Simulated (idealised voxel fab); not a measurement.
Presented below is a process module, voxel wiring stack.
230 nm wide, 5 nm square cells: that's cross-section cut.
Cross-sections here: square-cell grids, written as top-down lists of bands, a band being one or more rows of cells. Per band: top height and bottom height in nm, followed by the left-to-right materials and their widths in nm; "everywhere" marks a single material spanning edge to edge, "air" marks empty space. Beneath 0, the wafer as received is one material, and that level is where height counting begins. The lowest band goes on downward without a bottom; it is written like "z 0 and below". The notation "30..40" denotes a width that varies across the rows of cells in the band, beginning at the first number in the top row, finishing at the second number in the bottom row, and changing by an identical amount from each row to the next. "remained the same" (step): cross-section cells unchanged, all of them. Heads up: "Enclosed internal voids" only lists the empty pockets with no open path to the top that are 8 cells or more, and it writes them as width x height at distance, distance from the left edge, in nm. Whatever follows a step's settings on its line is a remark the simulator itself makes about that step. A step's line can hold "overlay nm"; with a mask on that step, the setting says how far right of the planned place the mask lay, while a negative setting says it lay to the left.
# These are the steps we planned for the process
| 1 | RECEIVE with material Si |
| 2 | CONFORMAL_DEP with material SiO2, thk nm 10 |
| 3 | DIRECTIONAL_DEP with material TiN, thk nm 5 |
| 4 | DIRECTIONAL_DEP with material W, thk nm 15 |
| 5 | MASKED_ETCH with tone cover, mask id METAL_1, width nm 30, pitch nm 60, etch materials W, depth nm 15, overlay nm 0 |
| 6 | MASKED_ETCH with tone cover, mask id METAL_1, width nm 30, pitch nm 60, etch materials TiN, depth nm 5, overlay nm 0 |
| 7 | FILL_DEP with material SiO2, thk nm 5 |
| 8 | CMP with height nm 30 |
| 9 | CONFORMAL_DEP with material SiCN, thk nm 5 |
| 10 | DIRECTIONAL_DEP with material SiO2, thk nm 25 |
| 11 | DIRECTIONAL_DEP with material aC, thk nm 10 |
| 12 | PATTERN with tone open, mask id METAL_2_HOLES, material resist, width nm 15, pitch nm 60, thk nm 25, overlay nm 0 |
| 13 | DIRECTIONAL_ETCH with etch materials aC, depth nm 10 |
| 14 | STRIP with etch materials resist |
| 15 | DIRECTIONAL_ETCH with etch materials SiO2, depth nm 25 |
| 16 | STRIP with etch materials aC |
| 17 | PATTERN with tone open, mask id METAL_2, material resist, width nm 30, pitch nm 60, thk nm 20, overlay nm 0 |
| 18 | DIRECTIONAL_ETCH with etch materials SiO2, depth nm 15 |
| 19 | DIRECTIONAL_ETCH with etch materials SiCN, depth nm 5 |
| 20 | STRIP with etch materials resist |
| 21 | CONFORMAL_DEP with material TiN, thk nm 5 |
| 22 | FILL_DEP with material Cu, thk nm 5 |
| 23 | CMP with height nm 60 |
| 24 | CONFORMAL_DEP with material SiCN, thk nm 5 |
# Cross-section of the wafer upon arrival, representing the state reached after step 1
- z 0 and below = Si everywhere
- Enclosed internal voids: none
# Here's the cross-section of the first of our two wafers at the end of the module - it ran as planned
- z 65 to 60 = SiCN everywhere
- z 60 to 50 = SiO2=40, then TiN=5, then Cu=20, then TiN=5, then SiO2=30, then TiN=5, then Cu=20, then TiN=5, then SiO2=30, then TiN=5, then Cu=20, then TiN=5, then SiO2=40
- z 50 to 45 = SiO2=40, then TiN=5, then Cu=5, then TiN=20, then SiO2=30, then TiN=5, then Cu=5, then TiN=20, then SiO2=30, then TiN=5, then Cu=5, then TiN=20, then SiO2=40
- z 45 to 35 = SiO2=40, then TiN=5, then Cu=5, then TiN=5, then SiO2=45, then TiN=5, then Cu=5, then TiN=5, then SiO2=45, then TiN=5, then Cu=5, then TiN=5, then SiO2=55
- z 35 to 30 = SiCN=40, then TiN=15, then SiCN=45, then TiN=15, then SiCN=45, then TiN=15, then SiCN=55
- z 30 to 15 = SiO2=40, then W=30, then SiO2=30, then W=30, then SiO2=30, then W=30, then SiO2=40
- z 15 to 10 = SiO2=40, then TiN=30, then SiO2=30, then TiN=30, then SiO2=30, then TiN=30, then SiO2=40
- z 10 to 0 = SiO2 everywhere
- z 0 and below = Si everywhere
- Enclosed internal voids: none
# Presented here is a cross-section of the second of the two wafers as it stood at the end of the module. It was started in the same manner and assigned the same plan as the first wafer; however, one mistake was made in its execution
- z 65 to 60 = SiCN everywhere
- z 60 to 50 = SiO2=40, then TiN=5, then Cu=5, then TiN=5, then SiO2=45, then TiN=5, then Cu=5, then TiN=5, then SiO2=45, then TiN=5, then Cu=5, then TiN=5, then SiO2=55
- z 50 to 45 = SiO2=40, then TiN=15, then SiO2=45, then TiN=15, then SiO2=45, then TiN=15, then SiO2=55
- z 45 to 35 = SiO2 everywhere
- z 35 to 30 = SiCN everywhere
- z 30 to 15 = SiO2=40, then W=30, then SiO2=30, then W=30, then SiO2=30, then W=30, then SiO2=40
- z 15 to 10 = SiO2=40, then TiN=30, then SiO2=30, then TiN=30, then SiO2=30, then TiN=30, then SiO2=40
- z 10 to 0 = SiO2 everywhere
- z 0 and below = Si everywhere
- Enclosed internal voids: none
Deviation noted in wafer processing: yeah, plan step 10 got run twice
Bottom line after processing is that, in cells, the second wafer is up or down on some materials versus the first: -27 Cu | +9 SiCN | +45 SiO2 | -27 TiN
